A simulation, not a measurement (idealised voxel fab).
The following process module bears the name voxel tone inversion.
We display cut, a cross-section 285 nm in width whose square cells are each 5 nm.
Cross-section format: a grid of square cells, given as bands from top to bottom; each band is one or more rows of cells.
Band: top height; bottom height; in nm. Then, left to right: material with width in nm, for each material. "edge to edge": a single material spanning edge to edge. "empty": empty space.
Heights are reckoned from 0. Under this level, the received wafer is all of one material. The bottommost band is open-ended downward, for example "0 and below".
Read "30->40" as a graded width: first number on top, second number at the bottom, same change between each pair of neighbouring rows.
The cross-section has no changed cell in any step marked "no change occurred".
"Closed internal cavities": empty spaces of 8 cells or more with no open way to the top, each given as width x height at distance, distance from the left edge, all in nm.
On a step's line, text after the settings is the simulator commenting on that step.
The setting "overlay nm" may be written on the line of a step. When the step uses a mask, the value reports how far to the right of the planned place the mask lay, and a negative value reports that it lay to the left.
[Listed below are the process steps as planned]
1) RECEIVE: material Si
2) CONFORMAL_DEP: material SiN, thk nm 5
3) DIRECTIONAL_DEP: material aC, thk nm 15
4) PATTERN: tone cover, mask id POSTS, material resist, width nm 20, pitch nm 45, thk nm 20, overlay nm 0
5) DIRECTIONAL_ETCH: etch materials aC, depth nm 15
6) STRIP: etch materials resist
7) FILL_DEP: material SiO2, thk nm 10
8) CMP: height nm 25
9) STRIP: etch materials aC
Where the wafers of this document differ is in the thk nm of step 2; they start out the same, and the plan states the value that applied to the first wafer.
[Cross-section: the first of several wafers in its as-received state, i.e. following step 1]
0 and below  Si edge to edge
Closed internal cavities: none
[each wafer at the end: cells of each material gained (+) or lost (-) since it was received, then its closed voids]
thk nm 5, +57 SiN, +204 SiO2, +24 aC, Closed internal cavities: none
thk nm 10, +114 SiN, +147 SiO2, Closed internal cavities: none
thk nm 15, +171 SiN, +98 SiO2, Closed internal cavities: none
thk nm 20, +228 SiN, +49 SiO2, Closed internal cavities: none
thk nm 25, +285 SiN, Closed internal cavities: none
